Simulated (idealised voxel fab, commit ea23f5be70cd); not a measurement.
Process module under the name voxel capacitor over wiring
Shown is cross-section cut, with a width of 150 nm and square cells of size 5 nm.
We lay out every cross-section as a grid of square cells and spell it out in bands from the top down, where one band means one or more rows of cells.
Heights first: top, then bottom, in nm. Then materials, left to right, each with a width in nm. "throughout" on a single material: fills the band edge to edge. "blank": empty space.
Height 0 is the level under which the wafer as received is all one material. The lowest band goes on downwards, as in "from 0 down".
The width entry "30->40" should be interpreted row by row: the top row of cells in the band takes the first number, the bottom row takes the second number, and the change between adjacent rows is uniform throughout.
"no modifications", as given for a step, is the statement that not any cell of the cross-section underwent a change during that step.
Reported under the label "Closed void list" are the empty spaces having no open way to the top and comprising 8 cells or more; the notation for each is width x height at distance, in which the distance is measured from the left edge and all three values are in nm.
On each step's line, the part that comes after the settings is the simulator's own comment on the step.
overlay nm: where the mask lay relative to plan, measured to the right, on steps with a mask; negatives go left.
**These are the steps we planned for the process**
| 1 | RECEIVE with material Si |
| 2 | CONFORMAL_DEP with material SiO2, thk nm 10 |
| 3 | DIRECTIONAL_DEP with material TiN, thk nm 5 |
| 4 | DIRECTIONAL_DEP with material W, thk nm 15 |
| 5 | MASKED_ETCH with tone cover, mask id METAL_1, width nm 30, pitch nm 90, etch materials W, depth nm 15, overlay nm 0 |
| 6 | MASKED_ETCH with tone cover, mask id METAL_1, width nm 30, pitch nm 90, etch materials TiN, depth nm 5, overlay nm 0 |
| 7 | CONFORMAL_DEP with material SiCN, thk nm 5 |
| 8 | FILL_DEP with material lowk, thk nm 5 |
| 9 | CMP with height nm 30 |
| 10 | CONFORMAL_DEP with material SiCN, thk nm 5 |
| 11 | DIRECTIONAL_DEP with material lowk, thk nm 15 |
| 12 | MASKED_ETCH with tone open, mask id PLUG_1, width nm 15, etch materials lowk, depth nm 15, overlay nm 0 |
| 13 | MASKED_ETCH with tone open, mask id PLUG_1, width nm 15, etch materials SiCN, depth nm 5, overlay nm 0 |
| 14 | EPI with material Ru, thk nm 10 |
| 15 | EPI with material Ru, thk nm 10 |
| 16 | DIRECTIONAL_DEP with material TiN, thk nm 10 |
| 17 | DIRECTIONAL_DEP with material SiN, thk nm 5 |
| 18 | DIRECTIONAL_DEP with material TiN, thk nm 10 |
| 19 | DIRECTIONAL_DEP with material aC, thk nm 15 |
| 20 | PATTERN with tone cover, mask id UPPER_PLATE, material resist, width nm 65, thk nm 35, overlay nm 0 |
| 21 | DIRECTIONAL_ETCH with etch materials aC, depth nm 15 |
| 22 | STRIP with etch materials resist |
| 23 | DIRECTIONAL_ETCH with etch materials TiN, depth nm 10 |
| 24 | DIRECTIONAL_ETCH with etch materials SiN, depth nm 5 |
| 25 | STRIP with etch materials aC |
| 26 | DIRECTIONAL_DEP with material aC, thk nm 15 |
| 27 | PATTERN with tone cover, mask id LOWER_PLATE, material resist, width nm 75, thk nm 35, overlay nm 0 |
| 28 | DIRECTIONAL_ETCH with etch materials aC, depth nm 15 |
| 29 | STRIP with etch materials resist |
| 30 | DIRECTIONAL_ETCH with etch materials TiN, depth nm 10 |
| 31 | STRIP with etch materials aC |
| 32 | FILL_DEP with material SiO2, thk nm 15 |
| 33 | CMP with height nm 85 |
| 34 | PATTERN with tone open, mask id PLUG_2, material resist, width nm 15, thk nm 20, overlay nm 0 |
| 35 | DIRECTIONAL_ETCH with etch materials SiO2, depth nm 10 |
| 36 | STRIP with etch materials resist |
| 37 | CONFORMAL_DEP with material TiN, thk nm 5 |
| 38 | FILL_DEP with material Cu, thk nm 10 |
| 39 | CMP with height nm 85 |
| 40 | CONFORMAL_DEP with material SiCN, thk nm 5 |
**Cross-section of the wafer as it came to us, i.e., already through step 1**
- from 0 down = Si throughout
- Closed void list: none
**First of two wafers: cross-section at end of module, run per plan**
- from 90 to 85 = SiCN throughout
- from 85 to 80 = SiO2 (40)  TiN (5)  Cu (5)  TiN (5)  SiO2 (95)
- from 80 to 75 = SiO2 (40)  TiN (15)  SiO2 (95)
- from 75 to 65 = SiO2 (30)  TiN (65)  SiO2 (55)
- from 65 to 60 = SiO2 (30)  SiN (65)  SiO2 (55)
- from 60 to 50 = SiO2 (25)  TiN (75)  SiO2 (50)
- from 50 to 35 = lowk (30)  Ru (15)  lowk (105)
- from 35 to 30 = SiCN (30)  Ru (15)  SiCN (105)
- from 30 to 15 = lowk (10)  SiCN (5)  W (30)  SiCN (5)  lowk (50)  SiCN (5)  W (30)  SiCN (5)  lowk (10)
- from 15 to 10 = SiCN (15)  TiN (30)  SiCN (60)  TiN (30)  SiCN (15)
- from 10 to 0 = SiO2 throughout
- from 0 down = Si throughout
- Closed void list: none
**Wafer two (of two), end-of-module cross-section: start = wafer one, plan = wafer one, one run mistake**
- from 85 to 80 = SiCN throughout
- from 80 to 75 = SiO2 (40)  TiN (15)  SiO2 (95)
- from 75 to 65 = SiO2 (30)  TiN (65)  SiO2 (55)
- from 65 to 60 = SiO2 (30)  SiN (65)  SiO2 (55)
- from 60 to 50 = SiO2 (25)  TiN (75)  SiO2 (50)
- from 50 to 35 = lowk (30)  Ru (15)  lowk (105)
- from 35 to 30 = SiCN (30)  Ru (15)  SiCN (105)
- from 30 to 15 = lowk (10)  SiCN (5)  W (30)  SiCN (5)  lowk (50)  SiCN (5)  W (30)  SiCN (5)  lowk (10)
- from 15 to 10 = SiCN (15)  TiN (30)  SiCN (60)  TiN (30)  SiCN (15)
- from 10 to 0 = SiO2 throughout
- from 0 down = Si throughout
- Closed void list: none
Want to know what went wrong? step 39 ran differently from the plan; actual operation with settings: CMP with height nm 80
The closing comparison, in cells, has the second wafer with more or fewer of some materials than the first: -1 Cu, -27 SiO2, -2 TiN
